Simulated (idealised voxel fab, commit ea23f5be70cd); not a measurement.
The name of this process module is voxel gate over fins.
Cross-section cut: width 240 nm, square cells of 5 nm.
In this document a cross-section is written as a grid of square cells. It is given as a series of bands, listed from the top down, and a band is one or more rows of cells. Within each band entry, the heights of the top and of the bottom of the band appear first, in that order and in nm; the materials of the band then follow from left to right, each with its corresponding width in nm. The designation "throughout" on a single material indicates that it fills the band from edge to edge; the designation "air" indicates empty space. Measure heights from 0. That's the level where, below it, the as-received wafer is all one material. The lowest band is bottomless and extends downward; write it as in "0 down". A two-number width, for instance "30..40", indicates that the width is equal to the first number in the top row of the band and to the second number in the bottom row, and that it changes by a constant amount per row of cells. You'll sometimes find "no modifications" written for a step, and that's the way of saying that nowhere in the cross-section did a cell change during that step. Enclosed voids (no open way to top), threshold 8 cells or more, entry "Enclosed internal voids", notation width x height at distance, distance from left edge, nm. That trailing text on a step's line, after the settings, is the simulator's own remark on the step. overlay nm: on a step with a mask, how far right of its planned place the mask lay; negative means left.

# The steps planned for the process are as follows
- 1: RECEIVE: material Si
- 2: CONFORMAL_DEP: material SiN, thk nm 5
- 3: DIRECTIONAL_DEP: material aC, thk nm 15
- 4: PATTERN: tone cover, mask id FINS, material resist, width nm 15, pitch nm 50, thk nm 30, overlay nm 0
- 5: DIRECTIONAL_ETCH: etch materials aC, depth nm 15
- 6: STRIP: etch materials resist
- 7: DIRECTIONAL_ETCH: etch materials SiN, depth nm 5
- 8: DIRECTIONAL_ETCH: etch materials Si, depth nm 35
- 9: STRIP: etch materials aC
- 10: OXIDIZE: depth nm 5
- 11: FILL_DEP: material SiO2, thk nm 15
- 12: CMP: height nm 5
- 13: DIRECTIONAL_DEP: material aC, thk nm 10
- 14: PATTERN: tone open, mask id RAIL, material resist, width nm 15, thk nm 30, overlay nm 0
- 15: DIRECTIONAL_ETCH: etch materials aC, depth nm 10
- 16: STRIP: etch materials resist
- 17: DIRECTIONAL_ETCH: etch materials SiO2, depth nm 35
- 18: STRIP: etch materials aC
- 19: CONFORMAL_DEP: material TiN, thk nm 5
- 20: FILL_DEP: material W, thk nm 5
- 21: CMP: height nm 5
- 22: SELECTIVE_ETCH: etch materials W Ru TiN, depth nm 25
- 23: FILL_DEP: material SiO2, thk nm 5
- 24: CMP: height nm 5
- 25: SELECTIVE_ETCH: etch materials SiO2, depth nm 15
- 26: STRIP: etch materials SiN
- 27: CONFORMAL_DEP: material HfO2, thk nm 5
- 28: CONFORMAL_DEP: material TiN, thk nm 5
- 29: CONFORMAL_DEP: material TiAl, thk nm 5
- 30: CONFORMAL_DEP: material TiN, thk nm 5
- 31: FILL_DEP: material W, thk nm 15
- 32: CMP: height nm 30
- 33: CONFORMAL_DEP: material SiN, thk nm 10

# Wafer as received: cross-section following step 1
	0 down | Si throughout
	Enclosed internal voids: none

# The first of two wafers, cross-sectioned at the end of the module, with the run proceeding as planned
	40 to 30 | SiN throughout
	30 to 20 | W throughout
	20 to 15 | W 70, then TiN 45, then W 5, then TiN 45, then W 75
	15 to 10 | W 70, then TiN 5, then TiAl 35, then TiN 5, then W 5, then TiN 5, then TiAl 35, then TiN 5, then W 75
	10 to 5 | TiN 75, then TiAl 5, then TiN 25, then TiAl 5, then TiN 15, then TiAl 5, then TiN 25, then TiAl 5, then TiN 80
	5 to 0 | TiAl 80, then TiN 5, then HfO2 15, then TiN 5, then TiAl 25, then TiN 5, then HfO2 15, then TiN 5, then TiAl 85
	0 to -5 | TiN 85, then HfO2 5, then Si 5, then HfO2 5, then TiN 35, then HfO2 5, then Si 5, then HfO2 5, then TiN 90
	-5 to -10 | HfO2 90, then Si 5, then HfO2 45, then Si 5, then HfO2 95
	-10 to -20 | SiO2 90, then Si 5, then SiO2 45, then Si 5, then SiO2 95
	-20 to -25 | SiO2 90, then Si 5, then SiO2 15, then TiN 5, then W 5, then TiN 5, then SiO2 15, then Si 5, then SiO2 95
	-25 to -30 | SiO2 90, then Si 5, then SiO2 15, then TiN 15, then SiO2 15, then Si 5, then SiO2 95
	-30 to -40 | SiO2 90, then Si 5, then SiO2 45, then Si 5, then SiO2 95
	-40 down | Si throughout
	Enclosed internal voids: none

# Second wafer through the module, sectioned at the end: same beginning and same plan as the first wafer, with one mistake in carrying it out
	40 to 30 | SiN throughout
	30 to 20 | W throughout
	20 to 15 | W 70, then TiN 45, then W 5, then TiN 45, then W 75
	15 to 10 | W 70, then TiN 5, then TiAl 35, then TiN 5, then W 5, then TiN 5, then TiAl 35, then TiN 5, then W 75
	10 to 5 | TiN 75, then TiAl 5, then TiN 25, then TiAl 5, then TiN 15, then TiAl 5, then TiN 25, then TiAl 5, then TiN 80
	5 to 0 | TiAl 80, then TiN 5, then HfO2 15, then TiN 5, then TiAl 25, then TiN 5, then HfO2 15, then TiN 5, then TiAl 85
	0 to -5 | TiN 85, then HfO2 5, then Si 5, then HfO2 5, then TiN 35, then HfO2 5, then Si 5, then HfO2 5, then TiN 90
	-5 to -10 | HfO2 90, then Si 5, then HfO2 45, then Si 5, then HfO2 95
	-10 to -20 | SiO2 90, then Si 5, then SiO2 45, then Si 5, then SiO2 95
	-20 to -25 | W 80, then TiN 5, then SiO2 5, then Si 5, then SiO2 5, then TiN 10, then SiO2 15, then TiN 10, then SiO2 5, then Si 5, then SiO2 5, then TiN 5, then W 85
	-25 to -30 | TiN 85, then SiO2 5, then Si 5, then SiO2 5, then TiN 10, then SiO2 15, then TiN 10, then SiO2 5, then Si 5, then SiO2 5, then TiN 90
	-30 to -40 | SiO2 90, then Si 5, then SiO2 45, then Si 5, then SiO2 95
	-40 down | Si throughout
	Enclosed internal voids: none
Error vs. plan: it should be noted that step 14 was executed with settings other than those planned, the operation and settings actually applied being PATTERN: tone cover, mask id RAIL, material resist, width nm 15, thk nm 30, overlay nm 0
It is noted that, at the conclusion of processing, the second wafer exhibits a higher or lower cell count for certain materials relative to the first: SiO2 -72; TiN +40; W +32
